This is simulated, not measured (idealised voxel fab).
This is a process module. Its name is voxel wiring stack.
FYI the section here is cut, 180 nm wide, cells are 5 nm squares.
Square cells in a grid make up a cross-section in this document, and the grid is given as bands, listed from the top down, each one or more rows of cells. Quick guide to a band line: top height, bottom height (nm) up front; then every material left to right with its width in nm. Only one material and it's marked "all across"? Then it fills the band edge to edge. And "empty" just means empty space. Heads up on the height convention: 0 is the point under which the incoming wafer is all one material, and the lowest band has no bottom, it just keeps going down, like "0 nm and below". Graded width ("30->40"): value in top row of band = first number; value in bottom row = second number; row-to-row change constant. Where the words "no change occurred" appear for a step, the cross-section shows no cell changed by that step; every cell remained as before. For the entry "Closed void register", the listed items are empty spaces with no open way to the top whose size is 8 cells or more; each item follows the pattern width x height at distance, where distance is from the left edge and all three are in nm. On a step's line, text after the settings is the simulator commenting on that step. overlay nm: how far to the right of its planned place the mask lay on this masked step (negative: to the left). Pairs from here to the end. Each: cross-section before one process step, cross-section after it, the latter only as far down as the lowest band that changed. Under each: the step between, and its settings. Mind that the pairs may be taken from different runs of this module on the same starting wafer; whether a pair continues from the pair above depends on its entry headed "Pre-step", and it does only where that entry says so.

Pre-step
> 135 nm to 115 nm | 50 of lowk | 30 of empty | 20 of lowk | 30 of empty | 50 of lowk
> 115 nm to 100 nm | lowk all across
> 100 nm to 95 nm | SiCN all across
> 95 nm to 85 nm | 50 of SiO2 | 5 of TiN | 20 of Ru | 5 of TiN | 20 of SiO2 | 5 of TiN | 20 of Ru | 5 of TiN | 50 of SiO2
> 85 nm to 80 nm | 50 of SiO2 | 5 of TiN | 5 of Ru | 20 of TiN | 20 of SiO2 | 30 of TiN | 50 of SiO2
> 80 nm to 70 nm | 50 of SiO2 | 5 of TiN | 5 of Ru | 5 of TiN | 115 of SiO2
> 70 nm to 65 nm | 50 of SiCN | 15 of TiN | 115 of SiCN
> 65 nm to 60 nm | 50 of SiO2 | 5 of TiN | 5 of Ru | 20 of TiN | 20 of SiO2 | 5 of TiN | 5 of Ru | 20 of TiN | 50 of SiO2
> 60 nm to 50 nm | 50 of SiO2 | 5 of TiN | 5 of Ru | 5 of TiN | 35 of SiO2 | 5 of TiN | 5 of Ru | 5 of TiN | 65 of SiO2
> 50 nm to 45 nm | 50 of SiCN | 15 of TiN | 35 of SiCN | 15 of TiN | 65 of SiCN
> 45 nm to 35 nm | SiO2 all across
> 35 nm to 30 nm | 45 of SiO2 | 40 of SiCN | 10 of SiO2 | 40 of SiCN | 45 of SiO2
> 30 nm to 15 nm | 45 of SiO2 | 5 of SiCN | 30 of Ru | 5 of SiCN | 10 of SiO2 | 5 of SiCN | 30 of Ru | 5 of SiCN | 45 of SiO2
> 15 nm to 10 nm | 50 of SiCN | 30 of TiN | 20 of SiCN | 30 of TiN | 50 of SiCN
> 10 nm to 0 nm | SiO2 all across
> 0 nm and below | Si all across
> Closed void register: none

Section, Post-Step
> 135 nm to 115 nm | 50 of lowk | 30 of empty | 20 of lowk | 30 of empty | 50 of lowk
> 115 nm to 100 nm | 50 of lowk | 15 of empty | 35 of lowk | 15 of empty | 65 of lowk
> For the remainder of the cross-section, below 100, there is no change.
> Closed void register: none
The two cross-sections above are separated by a single process step, namely MASKED_ETCH (tone open; mask id METAL_4_HOLES; width nm 15; pitch nm 50; etch materials lowk; depth nm 15; overlay nm 0)

Pre-step: The structure entering this step is exactly what the pair just above shows after its step.

Section, Post-Step
> 135 nm to 115 nm | 50 of lowk | 30 of empty | 20 of lowk | 30 of empty | 50 of lowk
> 115 nm to 100 nm | 50 of lowk | 15 of empty | 35 of lowk | 15 of empty | 65 of lowk
> 100 nm to 95 nm | 50 of SiCN | 15 of empty | 35 of SiCN | 15 of empty | 65 of SiCN
> For the remainder of the cross-section, below 95, there is no change.
> Closed void register: none
The two cross-sections above are separated by a single process step, namely MASKED_ETCH (tone open; mask id METAL_4_HOLES; width nm 15; pitch nm 50; etch materials SiCN; depth nm 5; overlay nm 0)

Pre-step: The structure entering this step is exactly what the pair just above shows after its step.

Section, Post-Step
> 140 nm to 135 nm | 55 of TiN | 20 of empty | 30 of TiN | 20 of empty | 55 of TiN
> 135 nm to 120 nm | 50 of lowk | 5 of TiN | 20 of empty | 5 of TiN | 20 of lowk | 5 of TiN | 20 of empty | 5 of TiN | 50 of lowk
> 120 nm to 115 nm | 50 of lowk | 5 of TiN | 5 of empty | 20 of TiN | 20 of lowk | 5 of TiN | 5 of empty | 20 of TiN | 50 of lowk
> 115 nm to 100 nm | 50 of lowk | 5 of TiN | 5 of empty | 5 of TiN | 35 of lowk | 5 of TiN | 5 of empty | 5 of TiN | 65 of lowk
> 100 nm to 95 nm | 50 of SiCN | 15 of TiN | 35 of SiCN | 15 of TiN | 65 of SiCN
> For the remainder of the cross-section, below 95, there is no change.
> Closed void register: none
The two cross-sections above are separated by a single process step, namely CONFORMAL_DEP (material TiN; thk nm 5)

Pre-step: The structure entering this step is exactly what the pair just above shows after its step.

Section, Post-Step
> 145 nm to 140 nm | Ru all across
> 140 nm to 135 nm | 55 of TiN | 20 of Ru | 30 of TiN | 20 of Ru | 55 of TiN
> 135 nm to 120 nm | 50 of lowk | 5 of TiN | 20 of Ru | 5 of TiN | 20 of lowk | 5 of TiN | 20 of Ru | 5 of TiN | 50 of lowk
> 120 nm to 115 nm | 50 of lowk | 5 of TiN | 5 of Ru | 20 of TiN | 20 of lowk | 5 of TiN | 5 of Ru | 20 of TiN | 50 of lowk
> 115 nm to 100 nm | 50 of lowk | 5 of TiN | 5 of Ru | 5 of TiN | 35 of lowk | 5 of TiN | 5 of Ru | 5 of TiN | 65 of lowk
> For the remainder of the cross-section, below 100, there is no change.
> Closed void register: none
The two cross-sections above are separated by a single process step, namely FILL_DEP (material Ru; thk nm 5)

Pre-step: The structure entering this step is exactly what the pair just above shows after its step.

Section, Post-Step
> 135 nm to 120 nm | 50 of lowk | 5 of TiN | 20 of Ru | 5 of TiN | 20 of lowk | 5 of TiN | 20 of Ru | 5 of TiN | 50 of lowk
> For the remainder of the cross-section, below 120, there is no change.
> Closed void register: none
The two cross-sections above are separated by a single process step, namely CMP (height nm 135)

Pre-step: The structure entering this step is exactly what the pair just above shows after its step.

Section, Post-Step
> 140 nm to 135 nm | SiCN all across
> For the remainder of the cross-section, below 135, there is no change.
> Closed void register: none
The two cross-sections above are separated by a single process step, namely CONFORMAL_DEP (material SiCN; thk nm 5)

Pre-step
> 95 nm to 70 nm | SiO2 all across
> 70 nm to 65 nm | SiCN all across
> 65 nm to 50 nm | 50 of SiO2 | 5 of TiN | 20 of Ru | 5 of TiN | 20 of SiO2 | 5 of TiN | 20 of Ru | 5 of TiN | 50 of SiO2
> 50 nm to 45 nm | 50 of SiO2 | 5 of TiN | 5 of Ru | 20 of TiN | 20 of SiO2 | 5 of TiN | 5 of Ru | 20 of TiN | 50 of SiO2
> 45 nm to 35 nm | 50 of SiO2 | 5 of TiN | 5 of Ru | 5 of TiN | 35 of SiO2 | 5 of TiN | 5 of Ru | 5 of TiN | 65 of SiO2
> 35 nm to 30 nm | 50 of SiCN | 15 of TiN | 35 of SiCN | 15 of TiN | 65 of SiCN
> 30 nm to 15 nm | 45 of SiO2 | 5 of SiCN | 30 of Ru | 5 of SiCN | 10 of SiO2 | 5 of SiCN | 30 of Ru | 5 of SiCN | 45 of SiO2
> 15 nm to 10 nm | 50 of SiCN | 30 of TiN | 20 of SiCN | 30 of TiN | 50 of SiCN
> 10 nm to 0 nm | SiO2 all across
> 0 nm and below | Si all across
> Closed void register: none

Section, Post-Step
> 120 nm to 70 nm | SiO2 all across
> For the remainder of the cross-section, below 70, there is no change.
> Closed void register: none
The two cross-sections above are separated by a single process step, namely DIRECTIONAL_DEP (material SiO2; thk nm 25)

Pre-step: The structure entering this step is exactly what the pair just above shows after its step.

Section, Post-Step
> 140 nm to 120 nm | 50 of resist | 30 of empty | 20 of resist | 30 of empty | 50 of resist
> For the remainder of the cross-section, below 120, there is no change.
> Closed void register: none
The two cross-sections above are separated by a single process step, namely PATTERN (tone open; mask id METAL_3; material resist; width nm 30; pitch nm 50; thk nm 20; overlay nm 0)

Pre-step: The structure entering this step is exactly what the pair just above shows after its step.

Section, Post-Step
> 140 nm to 120 nm | 50 of resist | 30 of empty | 20 of resist | 30 of empty | 50 of resist
> 120 nm to 105 nm | 50 of SiO2 | 30 of empty | 20 of SiO2 | 30 of empty | 50 of SiO2
> For the remainder of the cross-section, below 105, there is no change.
> Closed void register: none
The two cross-sections above are separated by a single process step, namely DIRECTIONAL_ETCH (etch materials SiO2; depth nm 15)

Pre-step: The structure entering this step is exactly what the pair just above shows after its step.

Section, Post-Step
> 120 nm to 105 nm | 50 of SiO2 | 30 of empty | 20 of SiO2 | 30 of empty | 50 of SiO2
> For the remainder of the cross-section, below 105, there is no change.
> Closed void register: none
The two cross-sections above are separated by a single process step, namely STRIP (etch materials resist)

Pre-step: The structure entering this step is exactly what the pair just above shows after its step.

Section, Post-Step
> 120 nm to 105 nm | 50 of SiO2 | 30 of empty | 20 of SiO2 | 30 of empty | 50 of SiO2
> 105 nm to 95 nm | 50 of SiO2 | 15 of empty | 115 of SiO2
> For the remainder of the cross-section, below 95, there is no change.
> Closed void register: none
The two cross-sections above are separated by a single process step, namely MASKED_ETCH (tone open; mask id METAL_3_HOLES; width nm 15; etch materials SiO2; depth nm 10; overlay nm 0)

Pre-step: The structure entering this step is exactly what the pair just above shows after its step.

Section, Post-Step
> 125 nm to 120 nm | 55 of TiN | 20 of empty | 30 of TiN | 20 of empty | 55 of TiN
> 120 nm to 110 nm | 50 of SiO2 | 5 of TiN | 20 of empty | 5 of TiN | 20 of SiO2 | 5 of TiN | 20 of empty | 5 of TiN | 50 of SiO2
> 110 nm to 105 nm | 50 of SiO2 | 5 of TiN | 5 of empty | 20 of TiN | 20 of SiO2 | 30 of TiN | 50 of SiO2
> 105 nm to 100 nm | 50 of SiO2 | 5 of TiN | 5 of empty | 5 of TiN | 115 of SiO2
> 100 nm to 95 nm | 50 of SiO2 | 15 of TiN | 115 of SiO2
> For the remainder of the cross-section, below 95, there is no change.
> Closed void register: none
The two cross-sections above are separated by a single process step, namely CONFORMAL_DEP (material TiN; thk nm 5)

Pre-step: The structure entering this step is exactly what the pair just above shows after its step.

Section, Post-Step
> 135 nm to 125 nm | Ru all across
> 125 nm to 120 nm | 55 of TiN | 20 of Ru | 30 of TiN | 20 of Ru | 55 of TiN
> 120 nm to 110 nm | 50 of SiO2 | 5 of TiN | 20 of Ru | 5 of TiN | 20 of SiO2 | 5 of TiN | 20 of Ru | 5 of TiN | 50 of SiO2
> 110 nm to 105 nm | 50 of SiO2 | 5 of TiN | 5 of Ru | 20 of TiN | 20 of SiO2 | 30 of TiN | 50 of SiO2
> 105 nm to 100 nm | 50 of SiO2 | 5 of TiN | 5 of Ru | 5 of TiN | 115 of SiO2
> For the remainder of the cross-section, below 100, there is no change.
> Closed void register: none
The two cross-sections above are separated by a single process step, namely FILL_DEP (material Ru; thk nm 10)

Pre-step: The structure entering this step is exactly what the pair just above shows after its step.

Section, Post-Step
> 95 nm to 70 nm | SiO2 all across
> For the remainder of the cross-section, below 70, there is no change.
> Closed void register: none
The two cross-sections above are separated by a single process step, namely CMP (height nm 95)

Pre-step: The structure entering this step is exactly what the pair just above shows after its step.

Section, Post-Step
> 100 nm to 95 nm | SiCN all across
> For the remainder of the cross-section, below 95, there is no change.
> Closed void register: none
The two cross-sections above are separated by a single process step, namely CONFORMAL_DEP (material SiCN; thk nm 5)

Pre-step: The structure entering this step is exactly what the pair just above shows after its step.

Section, Post-Step
> 135 nm to 100 nm | lowk all across
> For the remainder of the cross-section, below 100, there is no change.
> Closed void register: none
The two cross-sections above are separated by a single process step, namely DIRECTIONAL_DEP (material lowk; thk nm 35)

Pre-step: The structure entering this step is exactly what the pair just above shows after its step.

Section, Post-Step
> 135 nm to 115 nm | 50 of lowk | 30 of empty | 20 of lowk | 30 of empty | 50 of lowk
> For the remainder of the cross-section, below 115, there is no change.
> Closed void register: none
The two cross-sections above are separated by a single process step, namely MASKED_ETCH (tone open; mask id METAL_4; width nm 30; pitch nm 50; etch materials lowk; depth nm 20; overlay nm 0)

Pre-step: The structure entering this step is exactly what the pair just above shows after its step.

Section, Post-Step
> 135 nm to 115 nm | 50 of lowk | 30 of empty | 20 of lowk | 30 of empty | 50 of lowk
> 115 nm to 100 nm | 50 of lowk | 15 of empty | 35 of lowk | 15 of empty | 65 of lowk
> For the remainder of the cross-section, below 100, there is no change.
> Closed void register: none
The two cross-sections above are separated by a single process step, namely MASKED_ETCH (tone open; mask id METAL_4_HOLES; width nm 15; pitch nm 50; etch materials lowk; depth nm 15; overlay nm 0)

Pre-step: The structure entering this step is exactly what the pair just above shows after its step.

Section, Post-Step
> 135 nm to 115 nm | 50 of lowk | 30 of empty | 20 of lowk | 30 of empty | 50 of lowk
> 115 nm to 100 nm | 50 of lowk | 15 of empty | 35 of lowk | 15 of empty | 65 of lowk
> 100 nm to 95 nm | 50 of SiCN | 15 of empty | 35 of SiCN | 15 of empty | 65 of SiCN
> For the remainder of the cross-section, below 95, there is no change.
> Closed void register: none
The two cross-sections above are separated by a single process step, namely MASKED_ETCH (tone open; mask id METAL_4_HOLES; width nm 15; pitch nm 50; etch materials SiCN; depth nm 5; overlay nm 0)

Pre-step: The structure entering this step is exactly what the pair just above shows after its step.

Section, Post-Step
> 140 nm to 135 nm | 55 of TiN | 20 of empty | 30 of TiN | 20 of empty | 55 of TiN
> 135 nm to 120 nm | 50 of lowk | 5 of TiN | 20 of empty | 5 of TiN | 20 of lowk | 5 of TiN | 20 of empty | 5 of TiN | 50 of lowk
> 120 nm to 115 nm | 50 of lowk | 5 of TiN | 5 of empty | 20 of TiN | 20 of lowk | 5 of TiN | 5 of empty | 20 of TiN | 50 of lowk
> 115 nm to 100 nm | 50 of lowk | 5 of TiN | 5 of empty | 5 of TiN | 35 of lowk | 5 of TiN | 5 of empty | 5 of TiN | 65 of lowk
> 100 nm to 95 nm | 50 of SiCN | 15 of TiN | 35 of SiCN | 15 of TiN | 65 of SiCN
> For the remainder of the cross-section, below 95, there is no change.
> Closed void register: none
The two cross-sections above are separated by a single process step, namely CONFORMAL_DEP (material TiN; thk nm 5)

Pre-step: The structure entering this step is exactly what the pair just above shows after its step.

Section, Post-Step
> 145 nm to 140 nm | Ru all across
> 140 nm to 135 nm | 55 of TiN | 20 of Ru | 30 of TiN | 20 of Ru | 55 of TiN
> 135 nm to 120 nm | 50 of lowk | 5 of TiN | 20 of Ru | 5 of TiN | 20 of lowk | 5 of TiN | 20 of Ru | 5 of TiN | 50 of lowk
> 120 nm to 115 nm | 50 of lowk | 5 of TiN | 5 of Ru | 20 of TiN | 20 of lowk | 5 of TiN | 5 of Ru | 20 of TiN | 50 of lowk
> 115 nm to 100 nm | 50 of lowk | 5 of TiN | 5 of Ru | 5 of TiN | 35 of lowk | 5 of TiN | 5 of Ru | 5 of TiN | 65 of lowk
> For the remainder of the cross-section, below 100, there is no change.
> Closed void register: none
The two cross-sections above are separated by a single process step, namely FILL_DEP (material Ru; thk nm 5)

Pre-step: The structure entering this step is exactly what the pair just above shows after its step.

Section, Post-Step
> 135 nm to 120 nm | 50 of lowk | 5 of TiN | 20 of Ru | 5 of TiN | 20 of lowk | 5 of TiN | 20 of Ru | 5 of TiN | 50 of lowk
> For the remainder of the cross-section, below 120, there is no change.
> Closed void register: none
The two cross-sections above are separated by a single process step, namely CMP (height nm 135)

Pre-step: The structure entering this step is exactly what the pair just above shows after its step.

Section, Post-Step
> 140 nm to 135 nm | SiCN all across
> For the remainder of the cross-section, below 135, there is no change.
> Closed void register: none
The two cross-sections above are separated by a single process step, namely CONFORMAL_DEP (material SiCN; thk nm 5)

Pre-step
> 65 nm to 50 nm | 50 of SiO2 | 5 of TiN | 20 of Ru | 5 of TiN | 20 of SiO2 | 5 of TiN | 20 of Ru | 5 of TiN | 50 of SiO2
> 50 nm to 45 nm | 50 of SiO2 | 5 of TiN | 5 of Ru | 20 of TiN | 20 of SiO2 | 5 of TiN | 5 of Ru | 20 of TiN | 50 of SiO2
> 45 nm to 35 nm | 50 of SiO2 | 5 of TiN | 5 of Ru | 5 of TiN | 35 of SiO2 | 5 of TiN | 5 of Ru | 5 of TiN | 65 of SiO2
> 35 nm to 30 nm | 50 of SiCN | 15 of TiN | 35 of SiCN | 15 of TiN | 65 of SiCN
> 30 nm to 15 nm | 45 of SiO2 | 5 of SiCN | 30 of Ru | 5 of SiCN | 10 of SiO2 | 5 of SiCN | 30 of Ru | 5 of SiCN | 45 of SiO2
> 15 nm to 10 nm | 50 of SiCN | 30 of TiN | 20 of SiCN | 30 of TiN | 50 of SiCN
> 10 nm to 0 nm | SiO2 all across
> 0 nm and below | Si all across
> Closed void register: none

Section, Post-Step
> 90 nm to 65 nm | SiO2 all across
> For the remainder of the cross-section, below 65, there is no change.
> Closed void register: none
The two cross-sections above are separated by a single process step, namely DIRECTIONAL_DEP (material SiO2; thk nm 25)

Pre-step: The structure entering this step is exactly what the pair just above shows after its step.

Section, Post-Step
> 95 nm to 90 nm | SiCN all across
> For the remainder of the cross-section, below 90, there is no change.
> Closed void register: none
The two cross-sections above are separated by a single process step, namely CONFORMAL_DEP (material SiCN; thk nm 5)

Pre-step: The structure entering this step is exactly what the pair just above shows after its step.

Section, Post-Step
> 115 nm to 95 nm | 50 of resist | 30 of empty | 20 of resist | 30 of empty | 50 of resist
> For the remainder of the cross-section, below 95, there is no change.
> Closed void register: none
The two cross-sections above are separated by a single process step, namely PATTERN (tone open; mask id METAL_3; material resist; width nm 30; pitch nm 50; thk nm 20; overlay nm 0)

Pre-step: The structure entering this step is exactly what the pair just above shows after its step.

Section, Post-Step
> 95 nm to 90 nm | SiCN all across
> For the remainder of the cross-section, below 90, there is no change.
> Closed void register: none
The two cross-sections above are separated by a single process step, namely STRIP (etch materials resist)

Pre-step: The structure entering this step is exactly what the pair just above shows after its step.

Section, Post-Step
> 95 nm to 90 nm | 50 of SiCN | 15 of empty | 115 of SiCN
> For the remainder of the cross-section, below 90, there is no change.
> Closed void register: none
The two cross-sections above are separated by a single process step, namely MASKED_ETCH (tone open; mask id METAL_3_HOLES; width nm 15; etch materials SiCN; depth nm 5; overlay nm 0)

Pre-step: The structure entering this step is exactly what the pair just above shows after its step.

Section, Post-Step
> 100 nm to 95 nm | 55 of TiN | 5 of empty | 120 of TiN
> 95 nm to 90 nm | 50 of SiCN | 15 of TiN | 115 of SiCN
> For the remainder of the cross-section, below 90, there is no change.
> Closed void register: none
The two cross-sections above are separated by a single process step, namely CONFORMAL_DEP (material TiN; thk nm 5)

Pre-step: The structure entering this step is exactly what the pair just above shows after its step.

Section, Post-Step
> 110 nm to 100 nm | Ru all across
> 100 nm to 95 nm | 55 of TiN | 5 of Ru | 120 of TiN
> For the remainder of the cross-section, below 95, there is no change.
> Closed void register: none
The two cross-sections above are separated by a single process step, namely FILL_DEP (material Ru; thk nm 10)

Pre-step: The structure entering this step is exactly what the pair just above shows after its step.

Section, Post-Step
> 95 nm to 90 nm | 50 of SiCN | 15 of TiN | 115 of SiCN
> For the remainder of the cross-section, below 90, there is no change.
> Closed void register: none
The two cross-sections above are separated by a single process step, namely CMP (height nm 95)

Pre-step: The structure entering this step is exactly what the pair just above shows after its step.

Section, Post-Step
> 100 nm to 95 nm | SiCN all across
> For the remainder of the cross-section, below 95, there is no change.
> Closed void register: none
The two cross-sections above are separated by a single process step, namely CONFORMAL_DEP (material SiCN; thk nm 5)

Pre-step: The structure entering this step is exactly what the pair just above shows after its step.

Section, Post-Step
> 135 nm to 100 nm | lowk all across
> For the remainder of the cross-section, below 100, there is no change.
> Closed void register: none
The two cross-sections above are separated by a single process step, namely DIRECTIONAL_DEP (material lowk; thk nm 35)

Pre-step: The structure entering this step is exactly what the pair just above shows after its step.

Section, Post-Step
> 135 nm to 115 nm | 50 of lowk | 30 of empty | 20 of lowk | 30 of empty | 50 of lowk
> For the remainder of the cross-section, below 115, there is no change.
> Closed void register: none
The two cross-sections above are separated by a single process step, namely MASKED_ETCH (tone open; mask id METAL_4; width nm 30; pitch nm 50; etch materials lowk; depth nm 20; overlay nm 0)

Pre-step: The structure entering this step is exactly what the pair just above shows after its step.

Section, Post-Step
> 135 nm to 115 nm | 50 of lowk | 30 of empty | 20 of lowk | 30 of empty | 50 of lowk
> 115 nm to 100 nm | 50 of lowk | 15 of empty | 35 of lowk | 15 of empty | 65 of lowk
> For the remainder of the cross-section, below 100, there is no change.
> Closed void register: none
The two cross-sections above are separated by a single process step, namely MASKED_ETCH (tone open; mask id METAL_4_HOLES; width nm 15; pitch nm 50; etch materials lowk; depth nm 15; overlay nm 0)

Pre-step: The structure entering this step is exactly what the pair just above shows after its step.

Section, Post-Step
> 135 nm to 115 nm | 50 of lowk | 30 of empty | 20 of lowk | 30 of empty | 50 of lowk
> 115 nm to 100 nm | 50 of lowk | 15 of empty | 35 of lowk | 15 of empty | 65 of lowk
> 100 nm to 95 nm | 50 of SiCN | 15 of empty | 35 of SiCN | 15 of empty | 65 of SiCN
> For the remainder of the cross-section, below 95, there is no change.
> Closed void register: none
The two cross-sections above are separated by a single process step, namely MASKED_ETCH (tone open; mask id METAL_4_HOLES; width nm 15; pitch nm 50; etch materials SiCN; depth nm 5; overlay nm 0)

Pre-step: The structure entering this step is exactly what the pair just above shows after its step.

Section, Post-Step
> 140 nm to 135 nm | 55 of TiN | 20 of empty | 30 of TiN | 20 of empty | 55 of TiN
> 135 nm to 120 nm | 50 of lowk | 5 of TiN | 20 of empty | 5 of TiN | 20 of lowk | 5 of TiN | 20 of empty | 5 of TiN | 50 of lowk
> 120 nm to 115 nm | 50 of lowk | 5 of TiN | 5 of empty | 20 of TiN | 20 of lowk | 5 of TiN | 5 of empty | 20 of TiN | 50 of lowk
> 115 nm to 100 nm | 50 of lowk | 5 of TiN | 5 of empty | 5 of TiN | 35 of lowk | 5 of TiN | 5 of empty | 5 of TiN | 65 of lowk
> 100 nm to 95 nm | 50 of SiCN | 15 of TiN | 35 of SiCN | 15 of TiN | 65 of SiCN
> For the remainder of the cross-section, below 95, there is no change.
> Closed void register: none
The two cross-sections above are separated by a single process step, namely CONFORMAL_DEP (material TiN; thk nm 5)

Pre-step: The structure entering this step is exactly what the pair just above shows after its step.

Section, Post-Step
> 145 nm to 140 nm | Ru all across
> 140 nm to 135 nm | 55 of TiN | 20 of Ru | 30 of TiN | 20 of Ru | 55 of TiN
> 135 nm to 120 nm | 50 of lowk | 5 of TiN | 20 of Ru | 5 of TiN | 20 of lowk | 5 of TiN | 20 of Ru | 5 of TiN | 50 of lowk
> 120 nm to 115 nm | 50 of lowk | 5 of TiN | 5 of Ru | 20 of TiN | 20 of lowk | 5 of TiN | 5 of Ru | 20 of TiN | 50 of lowk
> 115 nm to 100 nm | 50 of lowk | 5 of TiN | 5 of Ru | 5 of TiN | 35 of lowk | 5 of TiN | 5 of Ru | 5 of TiN | 65 of lowk
> For the remainder of the cross-section, below 100, there is no change.
> Closed void register: none
The two cross-sections above are separated by a single process step, namely FILL_DEP (material Ru; thk nm 5)

Pre-step: The structure entering this step is exactly what the pair just above shows after its step.

Section, Post-Step
> 135 nm to 120 nm | 50 of lowk | 5 of TiN | 20 of Ru | 5 of TiN | 20 of lowk | 5 of TiN | 20 of Ru | 5 of TiN | 50 of lowk
> For the remainder of the cross-section, below 120, there is no change.
> Closed void register: none
The two cross-sections above are separated by a single process step, namely CMP (height nm 135)

Pre-step: The structure entering this step is exactly what the pair just above shows after its step.

Section, Post-Step
> 140 nm to 135 nm | SiCN all across
> For the remainder of the cross-section, below 135, there is no change.
> Closed void register: none
The two cross-sections above are separated by a single process step, namely CONFORMAL_DEP (material SiCN; thk nm 5)

Pre-step
> 135 nm to 115 nm | 50 of lowk | 30 of empty | 20 of lowk | 30 of empty | 50 of lowk
> 115 nm to 100 nm | lowk all across
> 100 nm to 95 nm | SiCN all across
> 95 nm to 85 nm | 50 of SiO2 | 5 of TiN | 20 of Ru | 5 of TiN | 20 of SiO2 | 5 of TiN | 20 of Ru | 5 of TiN | 50 of SiO2
> 85 nm to 80 nm | 50 of SiO2 | 5 of TiN | 5 of Ru | 20 of TiN | 20 of SiO2 | 30 of TiN | 50 of SiO2
> 80 nm to 70 nm | 50 of SiO2 | 5 of TiN | 5 of Ru | 5 of TiN | 115 of SiO2
> 70 nm to 65 nm | 50 of SiCN | 15 of TiN | 115 of SiCN
> 65 nm to 50 nm | 50 of SiO2 | 5 of TiN | 20 of Ru | 5 of TiN | 20 of SiO2 | 5 of TiN | 20 of Ru | 5 of TiN | 50 of SiO2
> 50 nm to 45 nm | 50 of SiO2 | 5 of TiN | 5 of Ru | 20 of TiN | 20 of SiO2 | 5 of TiN | 5 of Ru | 20 of TiN | 50 of SiO2
> 45 nm to 35 nm | 50 of SiO2 | 5 of TiN | 5 of Ru | 5 of TiN | 35 of SiO2 | 5 of TiN | 5 of Ru | 5 of TiN | 65 of SiO2
> 35 nm to 30 nm | 50 of SiCN | 15 of TiN | 35 of SiCN | 15 of TiN | 65 of SiCN
> 30 nm to 15 nm | 45 of SiO2 | 5 of SiCN | 30 of Ru | 5 of SiCN | 10 of SiO2 | 5 of SiCN | 30 of Ru | 5 of SiCN | 45 of SiO2
> 15 nm to 10 nm | 50 of SiCN | 30 of TiN | 20 of SiCN | 30 of TiN | 50 of SiCN
> 10 nm to 0 nm | SiO2 all across
> 0 nm and below | Si all across
> Closed void register: none

Section, Post-Step
> 135 nm to 115 nm | 50 of lowk | 30 of empty | 20 of lowk | 30 of empty | 50 of lowk
> 115 nm to 105 nm | 50 of lowk | 15 of empty | 35 of lowk | 15 of empty | 65 of lowk
> For the remainder of the cross-section, below 105, there is no change.
> Closed void register: none
The two cross-sections above are separated by a single process step, namely MASKED_ETCH (tone open; mask id METAL_4_HOLES; width nm 15; pitch nm 50; etch materials lowk; depth nm 10; overlay nm 0)

Pre-step: The structure entering this step is exactly what the pair just above shows after its step.

Section, Post-Step
> 140 nm to 135 nm | 55 of TiN | 20 of empty | 30 of TiN | 20 of empty | 55 of TiN
> 135 nm to 120 nm | 50 of lowk | 5 of TiN | 20 of empty | 5 of TiN | 20 of lowk | 5 of TiN | 20 of empty | 5 of TiN | 50 of lowk
> 120 nm to 110 nm | 50 of lowk | 5 of TiN | 5 of empty | 20->5 of TiN | 20->35 of lowk | 5 of TiN | 5 of empty | 20->5 of TiN | 50->65 of lowk
> 110 nm to 105 nm | 50 of lowk | 15 of TiN | 35 of lowk | 15 of TiN | 65 of lowk
> For the remainder of the cross-section, below 105, there is no change.
> Closed void register: none
The two cross-sections above are separated by a single process step, namely CONFORMAL_DEP (material TiN; thk nm 5)

Pre-step: The structure entering this step is exactly what the pair just above shows after its step.

Section, Post-Step
> 145 nm to 140 nm | Ru all across
> 140 nm to 135 nm | 55 of TiN | 20 of Ru | 30 of TiN | 20 of Ru | 55 of TiN
> 135 nm to 120 nm | 50 of lowk | 5 of TiN | 20 of Ru | 5 of TiN | 20 of lowk | 5 of TiN | 20 of Ru | 5 of TiN | 50 of lowk
> 120 nm to 110 nm | 50 of lowk | 5 of TiN | 5 of Ru | 20->5 of TiN | 20->35 of lowk | 5 of TiN | 5 of Ru | 20->5 of TiN | 50->65 of lowk
> For the remainder of the cross-section, below 110, there is no change.
> Closed void register: none
The two cross-sections above are separated by a single process step, namely FILL_DEP (material Ru; thk nm 5)

Pre-step: The structure entering this step is exactly what the pair just above shows after its step.

Section, Post-Step
> 135 nm to 120 nm | 50 of lowk | 5 of TiN | 20 of Ru | 5 of TiN | 20 of lowk | 5 of TiN | 20 of Ru | 5 of TiN | 50 of lowk
> For the remainder of the cross-section, below 120, there is no change.
> Closed void register: none
The two cross-sections above are separated by a single process step, namely CMP (height nm 135)

Pre-step: The structure entering this step is exactly what the pair just above shows after its step.

Section, Post-Step
> 140 nm to 135 nm | SiCN all across
> For the remainder of the cross-section, below 135, there is no change.
> Closed void register: none
The two cross-sections above are separated by a single process step, namely CONFORMAL_DEP (material SiCN; thk nm 5)
